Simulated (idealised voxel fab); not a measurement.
Process module in this document: voxel spacer lines
Cross-section cut: width 260 nm, square cells of 5 nm.
When this document writes out a cross-section, it uses a grid of square cells and lists it as bands, beginning at the top and moving down, with a band standing for one or more rows of cells. Quick guide to a band line: top height, bottom height (nm) up front; then every material left to right with its width in nm. Only one material and it's marked "throughout"? Then it fills the band edge to edge. And "blank" just means empty space. Measure heights from 0. That's the level where, below it, the as-received wafer is all one material. The lowest band is bottomless and extends downward; write it as in "0..down". Width "30 to 40": first value at the band's top row of cells, second value at its bottom row, equal change from row to row. Basically "no modifications" means that step didn't change any cell in the cross-section. For the entry "Sealed internal cavities", the listed items are empty spaces with no open way to the top whose size is 8 cells or more; each item follows the pattern width x height at distance, where distance is from the left edge and all three are in nm. On each step's line, the part that comes after the settings is the simulator's own comment on the step. A step's line can hold "overlay nm"; with a mask on that step, the setting says how far right of the planned place the mask lay, while a negative setting says it lay to the left. Heads up before you read on: it's before/after pairs around one process step each, after side only down to the lowest band that changed, step plus settings under the pair. Pairs can be from different runs of this module, same starting wafer, so only chain a pair onto the one above if its "Structure before processing" entry says so.
Structure before processing:
    0..down  Si throughout
    Sealed internal cavities: none
As Processed:
    5..0  Al2O3 throughout
    Nothing below the height 0 has changed.
    Sealed internal cavities: none
Process step bridging the above cross-sections: CONFORMAL_DEP: material Al2O3, thk nm 5
Structure before processing: It is represented by the cross-section appearing after the step of the pair directly above.
As Processed:
    20..5  SiN throughout
    Nothing below the height 5 has changed.
    Sealed internal cavities: none
Process step bridging the above cross-sections: DIRECTIONAL_DEP: material SiN, thk nm 15
Structure before processing: It is represented by the cross-section appearing after the step of the pair directly above.
As Processed:
    45..20  aC throughout
    Nothing below the height 20 has changed.
    Sealed internal cavities: none
Process step bridging the above cross-sections: DIRECTIONAL_DEP: material aC, thk nm 25
Structure before processing: It is represented by the cross-section appearing after the step of the pair directly above.
As Processed:
    80..45  90 blank, 20 resist, 40 blank, 20 resist, 90 blank
    Nothing below the height 45 has changed.
    Sealed internal cavities: none
Process step bridging the above cross-sections: PATTERN: tone cover, mask id MANDREL, material resist, width nm 20, pitch nm 60, thk nm 35, overlay nm 0
Structure before processing: It is represented by the cross-section appearing after the step of the pair directly above.
As Processed:
    55..45  90 blank, 20 resist, 40 blank, 20 resist, 90 blank
    45..20  90 blank, 20 aC, 40 blank, 20 aC, 90 blank
    Nothing below the height 20 has changed.
    Sealed internal cavities: none
Process step bridging the above cross-sections: DIRECTIONAL_ETCH: etch materials aC, depth nm 25
Structure before processing: It is represented by the cross-section appearing after the step of the pair directly above.
As Processed:
    45..20  90 blank, 20 aC, 40 blank, 20 aC, 90 blank
    Nothing below the height 20 has changed.
    Sealed internal cavities: none
Process step bridging the above cross-sections: STRIP: etch materials resist
Structure before processing: It is represented by the cross-section appearing after the step of the pair directly above.
As Processed:
    55..45  80 blank, 40 SiO2, 20 blank, 40 SiO2, 80 blank
    45..30  80 blank, 10 SiO2, 20 aC, 10 SiO2, 20 blank, 10 SiO2, 20 aC, 10 SiO2, 80 blank
    30..20  90 SiO2, 20 aC, 40 SiO2, 20 aC, 90 SiO2
    Nothing below the height 20 has changed.
    Sealed internal cavities: none
Process step bridging the above cross-sections: CONFORMAL_DEP: material SiO2, thk nm 10
Structure before processing: It is represented by the cross-section appearing after the step of the pair directly above.
As Processed:
    45..20  80 blank, 10 SiO2, 20 aC, 10 SiO2, 20 blank, 10 SiO2, 20 aC, 10 SiO2, 80 blank
    Nothing below the height 20 has changed.
    Sealed internal cavities: none
Process step bridging the above cross-sections: DIRECTIONAL_ETCH: etch materials SiO2, depth nm 10
Structure before processing: It is represented by the cross-section appearing after the step of the pair directly above.
As Processed:
    45..20  80 blank, 10 SiO2, 20 blank, 10 SiO2, 20 blank, 10 SiO2, 20 blank, 10 SiO2, 80 blank
    Nothing below the height 20 has changed.
    Sealed internal cavities: none
Process step bridging the above cross-sections: STRIP: etch materials aC
Structure before processing: It is represented by the cross-section appearing after the step of the pair directly above.
As Processed:
    45..20  80 blank, 10 SiO2, 20 blank, 10 SiO2, 20 blank, 10 SiO2, 20 blank, 10 SiO2, 80 blank
    20..5  80 blank, 10 SiN, 20 blank, 10 SiN, 20 blank, 10 SiN, 20 blank, 10 SiN, 80 blank
    Nothing below the height 5 has changed.
    Sealed internal cavities: none
Process step bridging the above cross-sections: DIRECTIONAL_ETCH: etch materials SiN, depth nm 15
Structure before processing: It is represented by the cross-section appearing after the step of the pair directly above.
As Processed:
    20..5  80 blank, 10 SiN, 20 blank, 10 SiN, 20 blank, 10 SiN, 20 blank, 10 SiN, 80 blank
    Nothing below the height 5 has changed.
    Sealed internal cavities: none
Process step bridging the above cross-sections: STRIP: etch materials SiO2
Structure before processing:
    0..down  Si throughout
    Sealed internal cavities: none
As Processed:
    15..0  SiN throughout
    Nothing below the height 0 has changed.
    Sealed internal cavities: none
Process step bridging the above cross-sections: DIRECTIONAL_DEP: material SiN, thk nm 15
Structure before processing: It is represented by the cross-section appearing after the step of the pair directly above.
As Processed:
    40..15  aC throughout
    Nothing below the height 15 has changed.
    Sealed internal cavities: none
Process step bridging the above cross-sections: DIRECTIONAL_DEP: material aC, thk nm 25
Structure before processing: It is represented by the cross-section appearing after the step of the pair directly above.
As Processed:
    75..40  90 blank, 20 resist, 40 blank, 20 resist, 90 blank
    Nothing below the height 40 has changed.
    Sealed internal cavities: none
Process step bridging the above cross-sections: PATTERN: tone cover, mask id MANDREL, material resist, width nm 20, pitch nm 60, thk nm 35, overlay nm 0
Structure before processing: It is represented by the cross-section appearing after the step of the pair directly above.
As Processed:
    50..40  90 blank, 20 resist, 40 blank, 20 resist, 90 blank
    40..15  90 blank, 20 aC, 40 blank, 20 aC, 90 blank
    Nothing below the height 15 has changed.
    Sealed internal cavities: none
Process step bridging the above cross-sections: DIRECTIONAL_ETCH: etch materials aC, depth nm 25
Structure before processing: It is represented by the cross-section appearing after the step of the pair directly above.
As Processed:
    40..15  90 blank, 20 aC, 40 blank, 20 aC, 90 blank
    Nothing below the height 15 has changed.
    Sealed internal cavities: none
Process step bridging the above cross-sections: STRIP: etch materials resist
Structure before processing: It is represented by the cross-section appearing after the step of the pair directly above.
As Processed:
    50..40  80 blank, 40 SiO2, 20 blank, 40 SiO2, 80 blank
    40..25  80 blank, 10 SiO2, 20 aC, 10 SiO2, 20 blank, 10 SiO2, 20 aC, 10 SiO2, 80 blank
    25..15  90 SiO2, 20 aC, 40 SiO2, 20 aC, 90 SiO2
    Nothing below the height 15 has changed.
    Sealed internal cavities: none
Process step bridging the above cross-sections: CONFORMAL_DEP: material SiO2, thk nm 10
Structure before processing: It is represented by the cross-section appearing after the step of the pair directly above.
As Processed:
    40..15  80 blank, 10 SiO2, 20 aC, 10 SiO2, 20 blank, 10 SiO2, 20 aC, 10 SiO2, 80 blank
    Nothing below the height 15 has changed.
    Sealed internal cavities: none
Process step bridging the above cross-sections: DIRECTIONAL_ETCH: etch materials SiO2, depth nm 10
Structure before processing: It is represented by the cross-section appearing after the step of the pair directly above.
As Processed:
    40..15  80 blank, 10 SiO2, 20 blank, 10 SiO2, 20 blank, 10 SiO2, 20 blank, 10 SiO2, 80 blank
    Nothing below the height 15 has changed.
    Sealed internal cavities: none
Process step bridging the above cross-sections: STRIP: etch materials aC
Structure before processing: It is represented by the cross-section appearing after the step of the pair directly above.
As Processed:
    40..15  80 blank, 10 SiO2, 20 blank, 10 SiO2, 20 blank, 10 SiO2, 20 blank, 10 SiO2, 80 blank
    15..0  80 blank, 10 SiN, 20 blank, 10 SiN, 20 blank, 10 SiN, 20 blank, 10 SiN, 80 blank
    Nothing below the height 0 has changed.
    Sealed internal cavities: none
Process step bridging the above cross-sections: DIRECTIONAL_ETCH: etch materials SiN, depth nm 15
Structure before processing: It is represented by the cross-section appearing after the step of the pair directly above.
As Processed:
    15..0  80 blank, 10 SiN, 20 blank, 10 SiN, 20 blank, 10 SiN, 20 blank, 10 SiN, 80 blank
    Nothing below the height 0 has changed.
    Sealed internal cavities: none
Process step bridging the above cross-sections: STRIP: etch materials SiO2
Structure before processing:
    20..5  SiN throughout
    5..0  Al2O3 throughout
    0..down  Si throughout
    Sealed internal cavities: none
As Processed:
    35..5  SiN throughout
    Nothing below the height 5 has changed.
    Sealed internal cavities: none
Process step bridging the above cross-sections: DIRECTIONAL_DEP: material SiN, thk nm 15
Structure before processing: It is represented by the cross-section appearing after the step of the pair directly above.
As Processed:
    60..35  aC throughout
    Nothing below the height 35 has changed.
    Sealed internal cavities: none
Process step bridging the above cross-sections: DIRECTIONAL_DEP: material aC, thk nm 25
Structure before processing: It is represented by the cross-section appearing after the step of the pair directly above.
As Processed:
    95..60  90 blank, 20 resist, 40 blank, 20 resist, 90 blank
    Nothing below the height 60 has changed.
    Sealed internal cavities: none
Process step bridging the above cross-sections: PATTERN: tone cover, mask id MANDREL, material resist, width nm 20, pitch nm 60, thk nm 35, overlay nm 0
Structure before processing: It is represented by the cross-section appearing after the step of the pair directly above.
As Processed:
    70..60  90 blank, 20 resist, 40 blank, 20 resist, 90 blank
    60..35  90 blank, 20 aC, 40 blank, 20 aC, 90 blank
    Nothing below the height 35 has changed.
    Sealed internal cavities: none
Process step bridging the above cross-sections: DIRECTIONAL_ETCH: etch materials aC, depth nm 25
Structure before processing: It is represented by the cross-section appearing after the step of the pair directly above.
As Processed:
    60..35  90 blank, 20 aC, 40 blank, 20 aC, 90 blank
    Nothing below the height 35 has changed.
    Sealed internal cavities: none
Process step bridging the above cross-sections: STRIP: etch materials resist
Structure before processing: It is represented by the cross-section appearing after the step of the pair directly above.
As Processed:
    70..60  80 blank, 40 SiO2, 20 blank, 40 SiO2, 80 blank
    60..45  80 blank, 10 SiO2, 20 aC, 10 SiO2, 20 blank, 10 SiO2, 20 aC, 10 SiO2, 80 blank
    45..35  90 SiO2, 20 aC, 40 SiO2, 20 aC, 90 SiO2
    Nothing below the height 35 has changed.
    Sealed internal cavities: none
Process step bridging the above cross-sections: CONFORMAL_DEP: material SiO2, thk nm 10
Structure before processing: It is represented by the cross-section appearing after the step of the pair directly above.
As Processed:
    60..35  80 blank, 10 SiO2, 20 aC, 10 SiO2, 20 blank, 10 SiO2, 20 aC, 10 SiO2, 80 blank
    Nothing below the height 35 has changed.
    Sealed internal cavities: none
Process step bridging the above cross-sections: DIRECTIONAL_ETCH: etch materials SiO2, depth nm 10
Structure before processing: It is represented by the cross-section appearing after the step of the pair directly above.
As Processed:
    60..35  80 blank, 10 SiO2, 20 blank, 10 SiO2, 20 blank, 10 SiO2, 20 blank, 10 SiO2, 80 blank
    Nothing below the height 35 has changed.
    Sealed internal cavities: none
Process step bridging the above cross-sections: STRIP: etch materials aC
Structure before processing: It is represented by the cross-section appearing after the step of the pair directly above.
As Processed:
    60..35  80 blank, 10 SiO2, 20 blank, 10 SiO2, 20 blank, 10 SiO2, 20 blank, 10 SiO2, 80 blank
    35..20  80 blank, 10 SiN, 20 blank, 10 SiN, 20 blank, 10 SiN, 20 blank, 10 SiN, 80 blank
    Nothing below the height 20 has changed.
    Sealed internal cavities: none
Process step bridging the above cross-sections: DIRECTIONAL_ETCH: etch materials SiN, depth nm 15
Structure before processing: It is represented by the cross-section appearing after the step of the pair directly above.
As Processed:
    35..20  80 blank, 10 SiN, 20 blank, 10 SiN, 20 blank, 10 SiN, 20 blank, 10 SiN, 80 blank
    Nothing below the height 20 has changed.
    Sealed internal cavities: none
Process step bridging the above cross-sections: STRIP: etch materials SiO2
Structure before processing:
    5..0  Al2O3 throughout
    0..down  Si throughout
    Sealed internal cavities: none
As Processed:
    30..5  aC throughout
    Nothing below the height 5 has changed.
    Sealed internal cavities: none
Process step bridging the above cross-sections: DIRECTIONAL_DEP: material aC, thk nm 25
Structure before processing: It is represented by the cross-section appearing after the step of the pair directly above.
As Processed:
    45..30  SiN throughout
    Nothing below the height 30 has changed.
    Sealed internal cavities: none
Process step bridging the above cross-sections: DIRECTIONAL_DEP: material SiN, thk nm 15
Structure before processing: It is represented by the cross-section appearing after the step of the pair directly above.
As Processed:
    80..45  90 blank, 20 resist, 40 blank, 20 resist, 90 blank
    Nothing below the height 45 has changed.
    Sealed internal cavities: none
Process step bridging the above cross-sections: PATTERN: tone cover, mask id MANDREL, material resist, width nm 20, pitch nm 60, thk nm 35, overlay nm 0
Structure before processing: It is represented by the cross-section appearing after the step of the pair directly above.
As Processed:
    55..45  90 blank, 20 resist, 40 blank, 20 resist, 90 blank
    Nothing below the height 45 has changed.
    Sealed internal cavities: none
Process step bridging the above cross-sections: DIRECTIONAL_ETCH: etch materials aC, depth nm 25
Structure before processing: It is represented by the cross-section appearing after the step of the pair directly above.
As Processed:
    45..30  SiN throughout
    Nothing below the height 30 has changed.
    Sealed internal cavities: none
Process step bridging the above cross-sections: STRIP: etch materials resist
Structure before processing: It is represented by the cross-section appearing after the step of the pair directly above.
As Processed:
    55..45  SiO2 throughout
    Nothing below the height 45 has changed.
    Sealed internal cavities: none
Process step bridging the above cross-sections: CONFORMAL_DEP: material SiO2, thk nm 10
Structure before processing: It is represented by the cross-section appearing after the step of the pair directly above.
As Processed:
    45..30  SiN throughout
    Nothing below the height 30 has changed.
    Sealed internal cavities: none
Process step bridging the above cross-sections: DIRECTIONAL_ETCH: etch materials SiO2, depth nm 10
Structure before processing: It is represented by the cross-section appearing after the step of the pair directly above.
As Processed:
    30..5  aC throughout
    Nothing below the height 5 has changed.
    Sealed internal cavities: none
Process step bridging the above cross-sections: DIRECTIONAL_ETCH: etch materials SiN, depth nm 15
Structure before processing:
    0..down  Si throughout
    Sealed internal cavities: none
As Processed:
    15..0  Al2O3 throughout
    Nothing below the height 0 has changed.
    Sealed internal cavities: none
Process step bridging the above cross-sections: CONFORMAL_DEP: material Al2O3, thk nm 15
Structure before processing: It is represented by the cross-section appearing after the step of the pair directly above.
As Processed:
    30..15  SiN throughout
    Nothing below the height 15 has changed.
    Sealed internal cavities: none
Process step bridging the above cross-sections: DIRECTIONAL_DEP: material SiN, thk nm 15
Structure before processing: It is represented by the cross-section appearing after the step of the pair directly above.
As Processed:
    55..30  aC throughout
    Nothing below the height 30 has changed.
    Sealed internal cavities: none
Process step bridging the above cross-sections: DIRECTIONAL_DEP: material aC, thk nm 25
Structure before processing: It is represented by the cross-section appearing after the step of the pair directly above.
As Processed:
    90..55  90 blank, 20 resist, 40 blank, 20 resist, 90 blank
    Nothing below the height 55 has changed.
    Sealed internal cavities: none
Process step bridging the above cross-sections: PATTERN: tone cover, mask id MANDREL, material resist, width nm 20, pitch nm 60, thk nm 35, overlay nm 0
Structure before processing: It is represented by the cross-section appearing after the step of the pair directly above.
As Processed:
    65..55  90 blank, 20 resist, 40 blank, 20 resist, 90 blank
    55..30  90 blank, 20 aC, 40 blank, 20 aC, 90 blank
    Nothing below the height 30 has changed.
    Sealed internal cavities: none
Process step bridging the above cross-sections: DIRECTIONAL_ETCH: etch materials aC, depth nm 25
Structure before processing: It is represented by the cross-section appearing after the step of the pair directly above.
As Processed:
    55..30  90 blank, 20 aC, 40 blank, 20 aC, 90 blank
    Nothing below the height 30 has changed.
    Sealed internal cavities: none
Process step bridging the above cross-sections: STRIP: etch materials resist
Structure before processing: It is represented by the cross-section appearing after the step of the pair directly above.
As Processed:
    65..55  80 blank, 40 SiO2, 20 blank, 40 SiO2, 80 blank
    55..40  80 blank, 10 SiO2, 20 aC, 10 SiO2, 20 blank, 10 SiO2, 20 aC, 10 SiO2, 80 blank
    40..30  90 SiO2, 20 aC, 40 SiO2, 20 aC, 90 SiO2
    Nothing below the height 30 has changed.
    Sealed internal cavities: none
Process step bridging the above cross-sections: CONFORMAL_DEP: material SiO2, thk nm 10
Structure before processing: It is represented by the cross-section appearing after the step of the pair directly above.
As Processed:
    55..30  80 blank, 10 SiO2, 20 aC, 10 SiO2, 20 blank, 10 SiO2, 20 aC, 10 SiO2, 80 blank
    Nothing below the height 30 has changed.
    Sealed internal cavities: none
Process step bridging the above cross-sections: DIRECTIONAL_ETCH: etch materials SiO2, depth nm 10
Structure before processing: It is represented by the cross-section appearing after the step of the pair directly above.
As Processed:
    55..30  80 blank, 10 SiO2, 20 blank, 10 SiO2, 20 blank, 10 SiO2, 20 blank, 10 SiO2, 80 blank
    Nothing below the height 30 has changed.
    Sealed internal cavities: none
Process step bridging the above cross-sections: STRIP: etch materials aC
Structure before processing: It is represented by the cross-section appearing after the step of the pair directly above.
As Processed:
    55..30  80 blank, 10 SiO2, 20 blank, 10 SiO2, 20 blank, 10 SiO2, 20 blank, 10 SiO2, 80 blank
    30..15  80 blank, 10 SiN, 20 blank, 10 SiN, 20 blank, 10 SiN, 20 blank, 10 SiN, 80 blank
    Nothing below the height 15 has changed.
    Sealed internal cavities: none
Process step bridging the above cross-sections: DIRECTIONAL_ETCH: etch materials SiN, depth nm 15
Structure before processing: It is represented by the cross-section appearing after the step of the pair directly above.
As Processed:
    30..15  80 blank, 10 SiN, 20 blank, 10 SiN, 20 blank, 10 SiN, 20 blank, 10 SiN, 80 blank
    Nothing below the height 15 has changed.
    Sealed internal cavities: none
Process step bridging the above cross-sections: STRIP: etch materials SiO2
Structure before processing:
    45..20  aC throughout
    20..5  SiN throughout
    5..0  Al2O3 throughout
    0..down  Si throughout
    Sealed internal cavities: none
As Processed:
    80..45  95 blank, 15 resist, 45 blank, 15 resist, 90 blank
    Nothing below the height 45 has changed.
    Sealed internal cavities: none
Process step bridging the above cross-sections: PATTERN: tone cover, mask id MANDREL, material resist, width nm 15, pitch nm 60, thk nm 35, overlay nm 0
Structure before processing: It is represented by the cross-section appearing after the step of the pair directly above.
As Processed:
    55..45  95 blank, 15 resist, 45 blank, 15 resist, 90 blank
    45..20  95 blank, 15 aC, 45 blank, 15 aC, 90 blank
    Nothing below the height 20 has changed.
    Sealed internal cavities: none
Process step bridging the above cross-sections: DIRECTIONAL_ETCH: etch materials aC, depth nm 25
Structure before processing: It is represented by the cross-section appearing after the step of the pair directly above.
As Processed:
    45..20  95 blank, 15 aC, 45 blank, 15 aC, 90 blank
    Nothing below the height 20 has changed.
    Sealed internal cavities: none
Process step bridging the above cross-sections: STRIP: etch materials resist
Structure before processing: It is represented by the cross-section appearing after the step of the pair directly above.
As Processed:
    55..45  85 blank, 35 SiO2, 25 blank, 35 SiO2, 80 blank
    45..30  85 blank, 10 SiO2, 15 aC, 10 SiO2, 25 blank, 10 SiO2, 15 aC, 10 SiO2, 80 blank
    30..20  95 SiO2, 15 aC, 45 SiO2, 15 aC, 90 SiO2
    Nothing below the height 20 has changed.
    Sealed internal cavities: none
Process step bridging the above cross-sections: CONFORMAL_DEP: material SiO2, thk nm 10
Structure before processing: It is represented by the cross-section appearing after the step of the pair directly above.
As Processed:
    45..20  85 blank, 10 SiO2, 15 aC, 10 SiO2, 25 blank, 10 SiO2, 15 aC, 10 SiO2, 80 blank
    Nothing below the height 20 has changed.
    Sealed internal cavities: none
Process step bridging the above cross-sections: DIRECTIONAL_ETCH: etch materials SiO2, depth nm 10
Structure before processing: It is represented by the cross-section appearing after the step of the pair directly above.
As Processed:
    45..20  85 blank, 10 SiO2, 15 blank, 10 SiO2, 25 blank, 10 SiO2, 15 blank, 10 SiO2, 80 blank
    Nothing below the height 20 has changed.
    Sealed internal cavities: none
Process step bridging the above cross-sections: STRIP: etch materials aC
Structure before processing: It is represented by the cross-section appearing after the step of the pair directly above.
As Processed:
    45..20  85 blank, 10 SiO2, 15 blank, 10 SiO2, 25 blank, 10 SiO2, 15 blank, 10 SiO2, 80 blank
    20..5  85 blank, 10 SiN, 15 blank, 10 SiN, 25 blank, 10 SiN, 15 blank, 10 SiN, 80 blank
    Nothing below the height 5 has changed.
    Sealed internal cavities: none
Process step bridging the above cross-sections: DIRECTIONAL_ETCH: etch materials SiN, depth nm 15
Structure before processing: It is represented by the cross-section appearing after the step of the pair directly above.
As Processed:
    20..5  85 blank, 10 SiN, 15 blank, 10 SiN, 25 blank, 10 SiN, 15 blank, 10 SiN, 80 blank
    Nothing below the height 5 has changed.
    Sealed internal cavities: none
Process step bridging the above cross-sections: STRIP: etch materials SiO2
Structure before processing:
    45..20  aC throughout
    20..5  SiN throughout
    5..0  Al2O3 throughout
    0..down  Si throughout
    Sealed internal cavities: none
As Processed:
    80..45  80 blank, 20 resist, 40 blank, 20 resist, 100 blank
    Nothing below the height 45 has changed.
    Sealed internal cavities: none
Process step bridging the above cross-sections: PATTERN: tone cover, mask id MANDREL, material resist, width nm 20, pitch nm 60, thk nm 35, overlay nm -10
Structure before processing: It is represented by the cross-section appearing after the step of the pair directly above.
As Processed:
    55..45  80 blank, 20 resist, 40 blank, 20 resist, 100 blank
    45..20  80 blank, 20 aC, 40 blank, 20 aC, 100 blank
    Nothing below the height 20 has changed.
    Sealed internal cavities: none
Process step bridging the above cross-sections: DIRECTIONAL_ETCH: etch materials aC, depth nm 25
Structure before processing: It is represented by the cross-section appearing after the step of the pair directly above.
As Processed:
    45..20  80 blank, 20 aC, 40 blank, 20 aC, 100 blank
    Nothing below the height 20 has changed.
    Sealed internal cavities: none
Process step bridging the above cross-sections: STRIP: etch materials resist
Structure before processing: It is represented by the cross-section appearing after the step of the pair directly above.
As Processed:
    55..45  70 blank, 40 SiO2, 20 blank, 40 SiO2, 90 blank
    45..30  70 blank, 10 SiO2, 20 aC, 10 SiO2, 20 blank, 10 SiO2, 20 aC, 10 SiO2, 90 blank
    30..20  80 SiO2, 20 aC, 40 SiO2, 20 aC, 100 SiO2
    Nothing below the height 20 has changed.
    Sealed internal cavities: none
Process step bridging the above cross-sections: CONFORMAL_DEP: material SiO2, thk nm 10
Structure before processing: It is represented by the cross-section appearing after the step of the pair directly above.
As Processed:
    45..20  70 blank, 10 SiO2, 20 aC, 10 SiO2, 20 blank, 10 SiO2, 20 aC, 10 SiO2, 90 blank
    Nothing below the height 20 has changed.
    Sealed internal cavities: none
Process step bridging the above cross-sections: DIRECTIONAL_ETCH: etch materials SiO2, depth nm 10
Structure before processing: It is represented by the cross-section appearing after the step of the pair directly above.
As Processed:
    45..20  70 blank, 10 SiO2, 20 blank, 10 SiO2, 20 blank, 10 SiO2, 20 blank, 10 SiO2, 90 blank
    Nothing below the height 20 has changed.
    Sealed internal cavities: none
Process step bridging the above cross-sections: STRIP: etch materials aC
Structure before processing: It is represented by the cross-section appearing after the step of the pair directly above.
As Processed:
    45..20  70 blank, 10 SiO2, 20 blank, 10 SiO2, 20 blank, 10 SiO2, 20 blank, 10 SiO2, 90 blank
    20..5  70 blank, 10 SiN, 20 blank, 10 SiN, 20 blank, 10 SiN, 20 blank, 10 SiN, 90 blank
    Nothing below the height 5 has changed.
    Sealed internal cavities: none
Process step bridging the above cross-sections: DIRECTIONAL_ETCH: etch materials SiN, depth nm 15
Structure before processing: It is represented by the cross-section appearing after the step of the pair directly above.
As Processed:
    20..5  70 blank, 10 SiN, 20 blank, 10 SiN, 20 blank, 10 SiN, 20 blank, 10 SiN, 90 blank
    Nothing below the height 5 has changed.
    Sealed internal cavities: none
Process step bridging the above cross-sections: STRIP: etch materials SiO2
Structure before processing:
    0..down  Si throughout
    Sealed internal cavities: none
As Processed:
    5..0  aC throughout
    Nothing below the height 0 has changed.
    Sealed internal cavities: none
Process step bridging the above cross-sections: CONFORMAL_DEP: material aC, thk nm 5
Structure before processing: It is represented by the cross-section appearing after the step of the pair directly above.
As Processed:
    20..5  SiN throughout
    Nothing below the height 5 has changed.
    Sealed internal cavities: none
Process step bridging the above cross-sections: DIRECTIONAL_DEP: material SiN, thk nm 15
Structure before processing: It is represented by the cross-section appearing after the step of the pair directly above.
As Processed:
    45..20  aC throughout
    Nothing below the height 20 has changed.
    Sealed internal cavities: none
Process step bridging the above cross-sections: DIRECTIONAL_DEP: material aC, thk nm 25
Structure before processing: It is represented by the cross-section appearing after the step of the pair directly above.
As Processed:
    80..45  90 blank, 20 resist, 40 blank, 20 resist, 90 blank
    Nothing below the height 45 has changed.
    Sealed internal cavities: none
Process step bridging the above cross-sections: PATTERN: tone cover, mask id MANDREL, material resist, width nm 20, pitch nm 60, thk nm 35, overlay nm 0
Structure before processing: It is represented by the cross-section appearing after the step of the pair directly above.
As Processed:
    55..45  90 blank, 20 resist, 40 blank, 20 resist, 90 blank
    45..20  90 blank, 20 aC, 40 blank, 20 aC, 90 blank
    Nothing below the height 20 has changed.
    Sealed internal cavities: none
Process step bridging the above cross-sections: DIRECTIONAL_ETCH: etch materials aC, depth nm 25
Structure before processing: It is represented by the cross-section appearing after the step of the pair directly above.
As Processed:
    45..20  90 blank, 20 aC, 40 blank, 20 aC, 90 blank
    Nothing below the height 20 has changed.
    Sealed internal cavities: none
Process step bridging the above cross-sections: STRIP: etch materials resist
Structure before processing: It is represented by the cross-section appearing after the step of the pair directly above.
As Processed:
    55..45  80 blank, 40 SiO2, 20 blank, 40 SiO2, 80 blank
    45..30  80 blank, 10 SiO2, 20 aC, 10 SiO2, 20 blank, 10 SiO2, 20 aC, 10 SiO2, 80 blank
    30..20  90 SiO2, 20 aC, 40 SiO2, 20 aC, 90 SiO2
    Nothing below the height 20 has changed.
    Sealed internal cavities: none
Process step bridging the above cross-sections: CONFORMAL_DEP: material SiO2, thk nm 10
Structure before processing: It is represented by the cross-section appearing after the step of the pair directly above.
As Processed:
    45..20  80 blank, 10 SiO2, 20 aC, 10 SiO2, 20 blank, 10 SiO2, 20 aC, 10 SiO2, 80 blank
    Nothing below the height 20 has changed.
    Sealed internal cavities: none
Process step bridging the above cross-sections: DIRECTIONAL_ETCH: etch materials SiO2, depth nm 10
Structure before processing: It is represented by the cross-section appearing after the step of the pair directly above.
As Processed:
    45..20  80 blank, 10 SiO2, 20 blank, 10 SiO2, 20 blank, 10 SiO2, 20 blank, 10 SiO2, 80 blank
    Nothing below the height 20 has changed.
    Sealed internal cavities: none
Process step bridging the above cross-sections: STRIP: etch materials aC
Structure before processing: It is represented by the cross-section appearing after the step of the pair directly above.
As Processed:
    45..20  80 blank, 10 SiO2, 20 blank, 10 SiO2, 20 blank, 10 SiO2, 20 blank, 10 SiO2, 80 blank
    20..5  80 blank, 10 SiN, 20 blank, 10 SiN, 20 blank, 10 SiN, 20 blank, 10 SiN, 80 blank
    Nothing below the height 5 has changed.
    Sealed internal cavities: none
Process step bridging the above cross-sections: DIRECTIONAL_ETCH: etch materials SiN, depth nm 15
Structure before processing: It is represented by the cross-section appearing after the step of the pair directly above.
As Processed:
    20..5  80 blank, 10 SiN, 20 blank, 10 SiN, 20 blank, 10 SiN, 20 blank, 10 SiN, 80 blank
    Nothing below the height 5 has changed.
    Sealed internal cavities: none
Process step bridging the above cross-sections: STRIP: etch materials SiO2
Structure before processing:
    45..20  aC throughout
    20..5  SiN throughout
    5..0  Al2O3 throughout
    0..down  Si throughout
    Sealed internal cavities: none
As Processed:
    80..45  90 resist, 20 blank, 40 resist, 20 blank, 90 resist
    Nothing below the height 45 has changed.
    Sealed internal cavities: none
Process step bridging the above cross-sections: PATTERN: tone open, mask id MANDREL, material resist, width nm 20, pitch nm 60, thk nm 35, overlay nm 0
Structure before processing: It is represented by the cross-section appearing after the step of the pair directly above.
As Processed:
    55..45  90 resist, 20 blank, 40 resist, 20 blank, 90 resist
    45..20  90 aC, 20 blank, 40 aC, 20 blank, 90 aC
    Nothing below the height 20 has changed.
    Sealed internal cavities: none
Process step bridging the above cross-sections: DIRECTIONAL_ETCH: etch materials aC, depth nm 25
Structure before processing: It is represented by the cross-section appearing after the step of the pair directly above.
As Processed:
    45..20  90 aC, 20 blank, 40 aC, 20 blank, 90 aC
    Nothing below the height 20 has changed.
    Sealed internal cavities: none
Process step bridging the above cross-sections: STRIP: etch materials resist
Structure before processing: It is represented by the cross-section appearing after the step of the pair directly above.
As Processed:
    55..45  SiO2 throughout
    45..20  90 aC, 20 SiO2, 40 aC, 20 SiO2, 90 aC
    Nothing below the height 20 has changed.
    Sealed internal cavities: none
Process step bridging the above cross-sections: CONFORMAL_DEP: material SiO2, thk nm 10
Structure before processing: It is represented by the cross-section appearing after the step of the pair directly above.
As Processed:
    45..20  90 aC, 20 SiO2, 40 aC, 20 SiO2, 90 aC
    Nothing below the height 20 has changed.
    Sealed internal cavities: none
Process step bridging the above cross-sections: DIRECTIONAL_ETCH: etch materials SiO2, depth nm 10
Structure before processing: It is represented by the cross-section appearing after the step of the pair directly above.
As Processed:
    45..20  90 blank, 20 SiO2, 40 blank, 20 SiO2, 90 blank
    Nothing below the height 20 has changed.
    Sealed internal cavities: none
Process step bridging the above cross-sections: STRIP: etch materials aC
Structure before processing: It is represented by the cross-section appearing after the step of the pair directly above.
As Processed:
    45..20  90 blank, 20 SiO2, 40 blank, 20 SiO2, 90 blank
    20..5  90 blank, 20 SiN, 40 blank, 20 SiN, 90 blank
    Nothing below the height 5 has changed.
    Sealed internal cavities: none
Process step bridging the above cross-sections: DIRECTIONAL_ETCH: etch materials SiN, depth nm 15
Structure before processing: It is represented by the cross-section appearing after the step of the pair directly above.
As Processed:
    20..5  90 blank, 20 SiN, 40 blank, 20 SiN, 90 blank
    Nothing below the height 5 has changed.
    Sealed internal cavities: none
Process step bridging the above cross-sections: STRIP: etch materials SiO2
